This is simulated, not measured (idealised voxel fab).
The following is a process module called voxel wiring stack.
Cross-sectional view cut (width: 295 nm; square cell size: 5 nm).
A cross-section in this document is a grid of square cells, and it is written down as bands, the top band listed before the ones below it; a band is made up of one or more rows of cells. Top, bottom (nm), then materials left to right with widths (nm); lone material tagged "edge to edge" fills the whole band edge to edge; "blank" = empty space. Height reference: 0 = level under which incoming wafer is all one material. Lowest band: no bottom, runs on downward, e.g. "from 0 down". Top row gets the first number, bottom row gets the second, and each row in between changes by the same step: that is how a band width like "30..40" works. Reading "remained the same" for a step: not a cell of the cross-section changed in it. You'll see "Unvented internal voids" listing empty spaces that have no way open to the top, as long as they're 8 cells or more; the notation is width x height at distance, where the distance is from the left edge, and all of it is in nm. What comes after the settings on a step's line is commentary from the simulator itself on that step. overlay nm: mask right of planned place by this much (step with mask). Neg. = left.
### Steps planned for the process
1,RECEIVE,material Si
2,CONFORMAL_DEP,material SiO2,thk nm 10
3,CONFORMAL_DEP,material SiCN,thk nm 5
4,DIRECTIONAL_DEP,material lowk,thk nm 25
5,PATTERN,tone open,mask id METAL_1,material resist,width nm 25,pitch nm 45,thk nm 15,overlay nm 0
6,DIRECTIONAL_ETCH,etch materials lowk,depth nm 25
7,DIRECTIONAL_ETCH,etch materials SiCN,depth nm 5
8,STRIP,etch materials resist
9,CONFORMAL_DEP,material TiN,thk nm 5
10,FILL_DEP,material Cu,thk nm 5
11,CMP,height nm 40
12,CONFORMAL_DEP,material SiCN,thk nm 5
13,DIRECTIONAL_DEP,material lowk,thk nm 15
14,DIRECTIONAL_DEP,material aC,thk nm 15
15,PATTERN,tone open,mask id PLUG_1,material resist,width nm 15,thk nm 35,overlay nm 0
16,DIRECTIONAL_ETCH,etch materials aC,depth nm 15
17,STRIP,etch materials resist
18,DIRECTIONAL_ETCH,etch materials lowk,depth nm 15
19,DIRECTIONAL_ETCH,etch materials SiCN,depth nm 5
20,STRIP,etch materials aC
21,EPI,material Ru,thk nm 10
22,EPI,material Ru,thk nm 10
23,CONFORMAL_DEP,material SiCN,thk nm 5
24,DIRECTIONAL_DEP,material lowk,thk nm 15
25,PATTERN,tone open,mask id METAL_2,material resist,width nm 25,pitch nm 45,thk nm 20,overlay nm 0
26,DIRECTIONAL_ETCH,etch materials lowk,depth nm 15
27,DIRECTIONAL_ETCH,etch materials SiCN,depth nm 5
28,STRIP,etch materials resist
29,CONFORMAL_DEP,material TiN,thk nm 5
30,FILL_DEP,material Ru,thk nm 5
31,CMP,height nm 80
32,CONFORMAL_DEP,material SiCN,thk nm 5
33,DIRECTIONAL_DEP,material SiO2,thk nm 20
34,PATTERN,tone open,mask id PLUG_2,material resist,width nm 15,thk nm 20,overlay nm 0
35,DIRECTIONAL_ETCH,etch materials SiO2,depth nm 20
36,DIRECTIONAL_ETCH,etch materials SiCN,depth nm 5
37,STRIP,etch materials resist
38,CONFORMAL_DEP,material TiN,thk nm 5
39,FILL_DEP,material Cu,thk nm 5
40,CMP,height nm 105
41,DIRECTIONAL_DEP,material TiN,thk nm 5
42,DIRECTIONAL_DEP,material Ru,thk nm 25
43,DIRECTIONAL_DEP,material aC,thk nm 10
44,PATTERN,tone cover,mask id METAL_3,material resist,width nm 25,pitch nm 45,thk nm 25,overlay nm 0
45,DIRECTIONAL_ETCH,etch materials aC,depth nm 10
46,STRIP,etch materials resist
47,DIRECTIONAL_ETCH,etch materials Ru,depth nm 25
48,DIRECTIONAL_ETCH,etch materials TiN,depth nm 5
49,STRIP,etch materials aC
50,CONFORMAL_DEP,material SiN,thk nm 5
51,FILL_DEP,material SiO2,thk nm 5
52,CMP,height nm 135
53,CONFORMAL_DEP,material SiN,thk nm 5
### Of two wafers, the first: run according to plan
### This is the cross-section of the wafer as we received it, i.e. after step 1
  from 0 down: Si edge to edge
  Unvented internal voids: none
### Cross-section: wafer state after step 2
  from 10 to 0: SiO2 edge to edge
  Note: structure below 0 unchanged.
### Cross-section: wafer state after step 3
  from 15 to 10: SiCN edge to edge
  Note: structure below 10 unchanged.
### Cross-section: wafer state after step 4
  from 40 to 15: lowk edge to edge
  Note: structure below 15 unchanged.
### Cross-section: wafer state after step 5
  from 55 to 40: resist 110 | blank 25 | resist 20 | blank 25 | resist 115
  Note: structure below 40 unchanged.
### Cross-section: wafer state after step 6
  from 55 to 40: resist 110 | blank 25 | resist 20 | blank 25 | resist 115
  from 40 to 15: lowk 110 | blank 25 | lowk 20 | blank 25 | lowk 115
  Note: structure below 15 unchanged.
### Cross-section: wafer state after step 7
  from 55 to 40: resist 110 | blank 25 | resist 20 | blank 25 | resist 115
  from 40 to 15: lowk 110 | blank 25 | lowk 20 | blank 25 | lowk 115
  from 15 to 10: SiCN 110 | blank 25 | SiCN 20 | blank 25 | SiCN 115
  Note: structure below 10 unchanged.
### Cross-section: wafer state after step 8
  from 40 to 15: lowk 110 | blank 25 | lowk 20 | blank 25 | lowk 115
  Note: structure below 15 unchanged.
### Cross-section: wafer state after step 9
  from 45 to 40: TiN 115 | blank 15 | TiN 30 | blank 15 | TiN 120
  from 40 to 15: lowk 110 | TiN 5 | blank 15 | TiN 5 | lowk 20 | TiN 5 | blank 15 | TiN 5 | lowk 115
  from 15 to 10: SiCN 110 | TiN 25 | SiCN 20 | TiN 25 | SiCN 115
  Note: structure below 10 unchanged.
### Cross-section: wafer state after step 10
  from 50 to 45: Cu edge to edge
  from 45 to 40: TiN 115 | Cu 15 | TiN 30 | Cu 15 | TiN 120
  from 40 to 15: lowk 110 | TiN 5 | Cu 15 | TiN 5 | lowk 20 | TiN 5 | Cu 15 | TiN 5 | lowk 115
  Note: structure below 15 unchanged.
### Cross-section: wafer state after step 11
  from 40 to 15: lowk 110 | TiN 5 | Cu 15 | TiN 5 | lowk 20 | TiN 5 | Cu 15 | TiN 5 | lowk 115
  Note: structure below 15 unchanged.
### Cross-section: wafer state after step 12
  from 45 to 40: SiCN edge to edge
  Note: structure below 40 unchanged.
### Cross-section: wafer state after step 13
  from 60 to 45: lowk edge to edge
  Note: structure below 45 unchanged.
### Cross-section: wafer state after step 14
  from 75 to 60: aC edge to edge
  Note: structure below 60 unchanged.
### Cross-section: wafer state after step 15
  from 110 to 75: resist 110 | blank 15 | resist 170
  Note: structure below 75 unchanged.
### Cross-section: wafer state after step 16
  from 95 to 75: resist 110 | blank 15 | resist 170
  from 75 to 60: aC 110 | blank 15 | aC 170
  Note: structure below 60 unchanged.
### Cross-section: wafer state after step 17
  from 75 to 60: aC 110 | blank 15 | aC 170
  Note: structure below 60 unchanged.
### Cross-section: wafer state after step 18
  from 75 to 60: aC 110 | blank 15 | aC 170
  from 60 to 45: lowk 110 | blank 15 | lowk 170
  Note: structure below 45 unchanged.
### Cross-section: wafer state after step 19
  from 75 to 60: aC 110 | blank 15 | aC 170
  from 60 to 45: lowk 110 | blank 15 | lowk 170
  from 45 to 40: SiCN 110 | blank 15 | SiCN 170
  Note: structure below 40 unchanged.
### Cross-section: wafer state after step 20
  from 60 to 45: lowk 110 | blank 15 | lowk 170
  Note: structure below 45 unchanged.
### Cross-section: wafer state after step 21
  from 60 to 50: lowk 110 | blank 15 | lowk 170
  from 50 to 45: lowk 110 | Ru 15 | lowk 170
  from 45 to 40: SiCN 110 | Ru 15 | SiCN 170
  Note: structure below 40 unchanged.
### Cross-section: wafer state after step 22
  from 60 to 45: lowk 110 | Ru 15 | lowk 170
  Note: structure below 45 unchanged.
### Cross-section: wafer state after step 23
  from 65 to 60: SiCN edge to edge
  Note: structure below 60 unchanged.
### Cross-section: wafer state after step 24
  from 80 to 65: lowk edge to edge
  Note: structure below 65 unchanged.
### Cross-section: wafer state after step 25
  from 100 to 80: resist 110 | blank 25 | resist 20 | blank 25 | resist 115
  Note: structure below 80 unchanged.
### Cross-section: wafer state after step 26
  from 100 to 80: resist 110 | blank 25 | resist 20 | blank 25 | resist 115
  from 80 to 65: lowk 110 | blank 25 | lowk 20 | blank 25 | lowk 115
  Note: structure below 65 unchanged.
### Cross-section: wafer state after step 27
  from 100 to 80: resist 110 | blank 25 | resist 20 | blank 25 | resist 115
  from 80 to 65: lowk 110 | blank 25 | lowk 20 | blank 25 | lowk 115
  from 65 to 60: SiCN 110 | blank 25 | SiCN 20 | blank 25 | SiCN 115
  Note: structure below 60 unchanged.
### Cross-section: wafer state after step 28
  from 80 to 65: lowk 110 | blank 25 | lowk 20 | blank 25 | lowk 115
  Note: structure below 65 unchanged.
### Cross-section: wafer state after step 29
  from 85 to 80: TiN 115 | blank 15 | TiN 30 | blank 15 | TiN 120
  from 80 to 65: lowk 110 | TiN 5 | blank 15 | TiN 5 | lowk 20 | TiN 5 | blank 15 | TiN 5 | lowk 115
  from 65 to 60: SiCN 110 | TiN 25 | SiCN 20 | TiN 25 | SiCN 115
  Note: structure below 60 unchanged.
### Cross-section: wafer state after step 30
  from 90 to 85: Ru edge to edge
  from 85 to 80: TiN 115 | Ru 15 | TiN 30 | Ru 15 | TiN 120
  from 80 to 65: lowk 110 | TiN 5 | Ru 15 | TiN 5 | lowk 20 | TiN 5 | Ru 15 | TiN 5 | lowk 115
  Note: structure below 65 unchanged.
### Cross-section: wafer state after step 31
  from 80 to 65: lowk 110 | TiN 5 | Ru 15 | TiN 5 | lowk 20 | TiN 5 | Ru 15 | TiN 5 | lowk 115
  Note: structure below 65 unchanged.
### Cross-section: wafer state after step 32
  from 85 to 80: SiCN edge to edge
  Note: structure below 80 unchanged.
### Cross-section: wafer state after step 33
  from 105 to 85: SiO2 edge to edge
  Note: structure below 85 unchanged.
### Cross-section: wafer state after step 34
  from 125 to 105: resist 110 | blank 15 | resist 170
  Note: structure below 105 unchanged.
### Cross-section: wafer state after step 35
  from 125 to 105: resist 110 | blank 15 | resist 170
  from 105 to 85: SiO2 110 | blank 15 | SiO2 170
  Note: structure below 85 unchanged.
### Cross-section: wafer state after step 36
  from 125 to 105: resist 110 | blank 15 | resist 170
  from 105 to 85: SiO2 110 | blank 15 | SiO2 170
  from 85 to 80: SiCN 110 | blank 15 | SiCN 170
  Note: structure below 80 unchanged.
### Cross-section: wafer state after step 37
  from 105 to 85: SiO2 110 | blank 15 | SiO2 170
  Note: structure below 85 unchanged.
### Cross-section: wafer state after step 38
  from 110 to 105: TiN 115 | blank 5 | TiN 175
  from 105 to 85: SiO2 110 | TiN 5 | blank 5 | TiN 5 | SiO2 170
  from 85 to 80: SiCN 110 | TiN 15 | SiCN 170
  Note: structure below 80 unchanged.
### Cross-section: wafer state after step 39
  from 115 to 110: Cu edge to edge
  from 110 to 105: TiN 115 | Cu 5 | TiN 175
  from 105 to 85: SiO2 110 | TiN 5 | Cu 5 | TiN 5 | SiO2 170
  Note: structure below 85 unchanged.
### Cross-section: wafer state after step 40
  from 105 to 85: SiO2 110 | TiN 5 | Cu 5 | TiN 5 | SiO2 170
  Note: structure below 85 unchanged.
### Cross-section: wafer state after step 41
  from 110 to 105: TiN edge to edge
  Note: structure below 105 unchanged.
### Cross-section: wafer state after step 42
  from 135 to 110: Ru edge to edge
  Note: structure below 110 unchanged.
### Cross-section: wafer state after step 43
  from 145 to 135: aC edge to edge
  Note: structure below 135 unchanged.
### Cross-section: wafer state after step 44
  from 170 to 145: blank 110 | resist 25 | blank 20 | resist 25 | blank 115
  Note: structure below 145 unchanged.
### Cross-section: wafer state after step 45
  from 160 to 145: blank 110 | resist 25 | blank 20 | resist 25 | blank 115
  from 145 to 135: blank 110 | aC 25 | blank 20 | aC 25 | blank 115
  Note: structure below 135 unchanged.
### Cross-section: wafer state after step 46
  from 145 to 135: blank 110 | aC 25 | blank 20 | aC 25 | blank 115
  Note: structure below 135 unchanged.
### Cross-section: wafer state after step 47
  from 145 to 135: blank 110 | aC 25 | blank 20 | aC 25 | blank 115
  from 135 to 110: blank 110 | Ru 25 | blank 20 | Ru 25 | blank 115
  Note: structure below 110 unchanged.
### Cross-section: wafer state after step 48
  from 145 to 135: blank 110 | aC 25 | blank 20 | aC 25 | blank 115
  from 135 to 110: blank 110 | Ru 25 | blank 20 | Ru 25 | blank 115
  from 110 to 105: blank 110 | TiN 25 | blank 20 | TiN 25 | blank 115
  Note: structure below 105 unchanged.
### Cross-section: wafer state after step 49
  from 135 to 110: blank 110 | Ru 25 | blank 20 | Ru 25 | blank 115
  Note: structure below 110 unchanged.
### Cross-section: wafer state after step 50
  from 140 to 135: blank 105 | SiN 35 | blank 10 | SiN 35 | blank 110
  from 135 to 110: blank 105 | SiN 5 | Ru 25 | SiN 5 | blank 10 | SiN 5 | Ru 25 | SiN 5 | blank 110
  from 110 to 105: SiN 110 | TiN 25 | SiN 20 | TiN 25 | SiN 115
  Note: structure below 105 unchanged.
### Cross-section: wafer state after step 51
  from 145 to 140: SiO2 edge to edge
  from 140 to 135: SiO2 105 | SiN 35 | SiO2 10 | SiN 35 | SiO2 110
  from 135 to 110: SiO2 105 | SiN 5 | Ru 25 | SiN 5 | SiO2 10 | SiN 5 | Ru 25 | SiN 5 | SiO2 110
  Note: structure below 110 unchanged.
### Cross-section: wafer state after step 52
  from 135 to 110: SiO2 105 | SiN 5 | Ru 25 | SiN 5 | SiO2 10 | SiN 5 | Ru 25 | SiN 5 | SiO2 110
  Note: structure below 110 unchanged.
### Cross-section: wafer state after step 53
  from 140 to 135: SiN edge to edge
  Note: structure below 135 unchanged.
### Wafer two. Same start, same plan, one slip in execution. Same as wafer one through step 20, inclusive
### Planned end of step 22: second wafer, cross-section
  from 70 to 60: blank 100 | Ru 35 | blank 160
  from 60 to 45: lowk 110 | Ru 15 | lowk 170
  from 45 to 40: SiCN 110 | Ru 15 | SiCN 170
  Note: structure below 40 unchanged.
### Planned end of step 23: second wafer, cross-section
  from 75 to 70: blank 95 | SiCN 45 | blank 155
  from 70 to 65: blank 95 | SiCN 5 | Ru 35 | SiCN 5 | blank 155
  from 65 to 60: SiCN 100 | Ru 35 | SiCN 160
  Note: structure below 60 unchanged.
### Planned end of step 24: second wafer, cross-section
  from 90 to 80: blank 95 | lowk 45 | blank 155
  from 80 to 75: lowk edge to edge
  from 75 to 70: lowk 95 | SiCN 45 | lowk 155
  from 70 to 65: lowk 95 | SiCN 5 | Ru 35 | SiCN 5 | lowk 155
  Note: structure below 65 unchanged.
### Planned end of step 25: second wafer, cross-section
  from 110 to 90: resist 110 | blank 25 | resist 20 | blank 25 | resist 115
  from 90 to 80: resist 95 | lowk 45 | resist 15 | blank 25 | resist 115
  Note: structure below 80 unchanged.
### Planned end of step 26: second wafer, cross-section
  from 110 to 90: resist 110 | blank 25 | resist 20 | blank 25 | resist 115
  from 90 to 80: resist 95 | lowk 15 | blank 25 | lowk 5 | resist 15 | blank 25 | resist 115
  from 80 to 75: lowk 110 | blank 25 | lowk 20 | blank 25 | lowk 115
  from 75 to 70: lowk 95 | SiCN 45 | lowk 15 | blank 25 | lowk 115
  from 70 to 65: lowk 95 | SiCN 5 | Ru 35 | SiCN 5 | lowk 15 | blank 25 | lowk 115
  Note: structure below 65 unchanged.
### Planned end of step 27: second wafer, cross-section
  from 110 to 90: resist 110 | blank 25 | resist 20 | blank 25 | resist 115
  from 90 to 80: resist 95 | lowk 15 | blank 25 | lowk 5 | resist 15 | blank 25 | resist 115
  from 80 to 75: lowk 110 | blank 25 | lowk 20 | blank 25 | lowk 115
  from 75 to 70: lowk 95 | SiCN 15 | blank 25 | SiCN 5 | lowk 15 | blank 25 | lowk 115
  from 70 to 65: lowk 95 | SiCN 5 | Ru 35 | SiCN 5 | lowk 15 | blank 25 | lowk 115
  from 65 to 60: SiCN 100 | Ru 35 | SiCN 20 | blank 25 | SiCN 115
  Note: structure below 60 unchanged.
### Planned end of step 28: second wafer, cross-section
  from 90 to 80: blank 95 | lowk 15 | blank 25 | lowk 5 | blank 155
  Note: structure below 80 unchanged.
### Planned end of step 29: second wafer, cross-section
  from 95 to 90: blank 90 | TiN 25 | blank 15 | TiN 15 | blank 150
  from 90 to 85: blank 90 | TiN 5 | lowk 15 | TiN 5 | blank 15 | TiN 5 | lowk 5 | TiN 5 | blank 150
  from 85 to 80: TiN 95 | lowk 15 | TiN 5 | blank 15 | TiN 5 | lowk 5 | TiN 20 | blank 15 | TiN 120
  from 80 to 75: lowk 110 | TiN 5 | blank 15 | TiN 5 | lowk 20 | TiN 5 | blank 15 | TiN 5 | lowk 115
  from 75 to 70: lowk 95 | SiCN 15 | TiN 25 | SiCN 5 | lowk 15 | TiN 5 | blank 15 | TiN 5 | lowk 115
  from 70 to 65: lowk 95 | SiCN 5 | Ru 35 | SiCN 5 | lowk 15 | TiN 5 | blank 15 | TiN 5 | lowk 115
  from 65 to 60: SiCN 100 | Ru 35 | SiCN 20 | TiN 25 | SiCN 115
  Note: structure below 60 unchanged.
### Planned end of step 30: second wafer, cross-section
  from 100 to 95: Ru edge to edge
  from 95 to 90: Ru 90 | TiN 25 | Ru 15 | TiN 15 | Ru 150
  from 90 to 85: Ru 90 | TiN 5 | lowk 15 | TiN 5 | Ru 15 | TiN 5 | lowk 5 | TiN 5 | Ru 150
  from 85 to 80: TiN 95 | lowk 15 | TiN 5 | Ru 15 | TiN 5 | lowk 5 | TiN 20 | Ru 15 | TiN 120
  from 80 to 75: lowk 110 | TiN 5 | Ru 15 | TiN 5 | lowk 20 | TiN 5 | Ru 15 | TiN 5 | lowk 115
  from 75 to 70: lowk 95 | SiCN 15 | TiN 25 | SiCN 5 | lowk 15 | TiN 5 | Ru 15 | TiN 5 | lowk 115
  from 70 to 65: lowk 95 | SiCN 5 | Ru 35 | SiCN 5 | lowk 15 | TiN 5 | Ru 15 | TiN 5 | lowk 115
  Note: structure below 65 unchanged.
### Planned end of step 31: second wafer, cross-section
  from 80 to 75: lowk 110 | TiN 5 | Ru 15 | TiN 5 | lowk 20 | TiN 5 | Ru 15 | TiN 5 | lowk 115
  Note: structure below 75 unchanged.
### Planned end of step 32: second wafer, cross-section
  from 85 to 80: SiCN edge to edge
  Note: structure below 80 unchanged.
### Planned end of step 33: second wafer, cross-section
  from 105 to 85: SiO2 edge to edge
  Note: structure below 85 unchanged.
### Planned end of step 34: second wafer, cross-section
  from 125 to 105: resist 110 | blank 15 | resist 170
  Note: structure below 105 unchanged.
### Planned end of step 35: second wafer, cross-section
  from 125 to 105: resist 110 | blank 15 | resist 170
  from 105 to 85: SiO2 110 | blank 15 | SiO2 170
  Note: structure below 85 unchanged.
### Planned end of step 36: second wafer, cross-section
  from 125 to 105: resist 110 | blank 15 | resist 170
  from 105 to 85: SiO2 110 | blank 15 | SiO2 170
  from 85 to 80: SiCN 110 | blank 15 | SiCN 170
  Note: structure below 80 unchanged.
### Planned end of step 37: second wafer, cross-section
  from 105 to 85: SiO2 110 | blank 15 | SiO2 170
  Note: structure below 85 unchanged.
### Planned end of step 38: second wafer, cross-section
  from 110 to 105: TiN 115 | blank 5 | TiN 175
  from 105 to 85: SiO2 110 | TiN 5 | blank 5 | TiN 5 | SiO2 170
  from 85 to 80: SiCN 110 | TiN 15 | SiCN 170
  Note: structure below 80 unchanged.
### Planned end of step 39: second wafer, cross-section
  from 115 to 110: Cu edge to edge
  from 110 to 105: TiN 115 | Cu 5 | TiN 175
  from 105 to 85: SiO2 110 | TiN 5 | Cu 5 | TiN 5 | SiO2 170
  Note: structure below 85 unchanged.
### Planned end of step 40: second wafer, cross-section
  from 105 to 85: SiO2 110 | TiN 5 | Cu 5 | TiN 5 | SiO2 170
  Note: structure below 85 unchanged.
### Planned end of step 41: second wafer, cross-section
  from 110 to 105: TiN edge to edge
  Note: structure below 105 unchanged.
### Planned end of step 42: second wafer, cross-section
  from 135 to 110: Ru edge to edge
  Note: structure below 110 unchanged.
### Planned end of step 43: second wafer, cross-section
  from 145 to 135: aC edge to edge
  Note: structure below 135 unchanged.
### Planned end of step 44: second wafer, cross-section
  from 170 to 145: blank 110 | resist 25 | blank 20 | resist 25 | blank 115
  Note: structure below 145 unchanged.
### Planned end of step 45: second wafer, cross-section
  from 160 to 145: blank 110 | resist 25 | blank 20 | resist 25 | blank 115
  from 145 to 135: blank 110 | aC 25 | blank 20 | aC 25 | blank 115
  Note: structure below 135 unchanged.
### Planned end of step 46: second wafer, cross-section
  from 145 to 135: blank 110 | aC 25 | blank 20 | aC 25 | blank 115
  Note: structure below 135 unchanged.
### Planned end of step 47: second wafer, cross-section
  from 145 to 135: blank 110 | aC 25 | blank 20 | aC 25 | blank 115
  from 135 to 110: blank 110 | Ru 25 | blank 20 | Ru 25 | blank 115
  Note: structure below 110 unchanged.
### Planned end of step 48: second wafer, cross-section
  from 145 to 135: blank 110 | aC 25 | blank 20 | aC 25 | blank 115
  from 135 to 110: blank 110 | Ru 25 | blank 20 | Ru 25 | blank 115
  from 110 to 105: blank 110 | TiN 25 | blank 20 | TiN 25 | blank 115
  Note: structure below 105 unchanged.
### Planned end of step 49: second wafer, cross-section
  from 135 to 110: blank 110 | Ru 25 | blank 20 | Ru 25 | blank 115
  Note: structure below 110 unchanged.
### Planned end of step 50: second wafer, cross-section
  from 140 to 135: blank 105 | SiN 35 | blank 10 | SiN 35 | blank 110
  from 135 to 110: blank 105 | SiN 5 | Ru 25 | SiN 5 | blank 10 | SiN 5 | Ru 25 | SiN 5 | blank 110
  from 110 to 105: SiN 110 | TiN 25 | SiN 20 | TiN 25 | SiN 115
  Note: structure below 105 unchanged.
### Planned end of step 51: second wafer, cross-section
  from 145 to 140: SiO2 edge to edge
  from 140 to 135: SiO2 105 | SiN 35 | SiO2 10 | SiN 35 | SiO2 110
  from 135 to 110: SiO2 105 | SiN 5 | Ru 25 | SiN 5 | SiO2 10 | SiN 5 | Ru 25 | SiN 5 | SiO2 110
  Note: structure below 110 unchanged.
### Planned end of step 52: second wafer, cross-section
  from 135 to 110: SiO2 105 | SiN 5 | Ru 25 | SiN 5 | SiO2 10 | SiN 5 | Ru 25 | SiN 5 | SiO2 110
  Note: structure below 110 unchanged.
### Planned end of step 53: second wafer, cross-section
  from 140 to 135: SiN edge to edge
  Note: structure below 135 unchanged.
The plan and the run diverged here: one of the identical process steps 21 and 22 has been performed twice, and it is not possible to determine which
Wrapping up, a cell-based count of both wafers puts the second over or under the first for these materials: 8 more of Ru, 4 more of SiCN, 4 fewer of TiN, 8 fewer of lowk
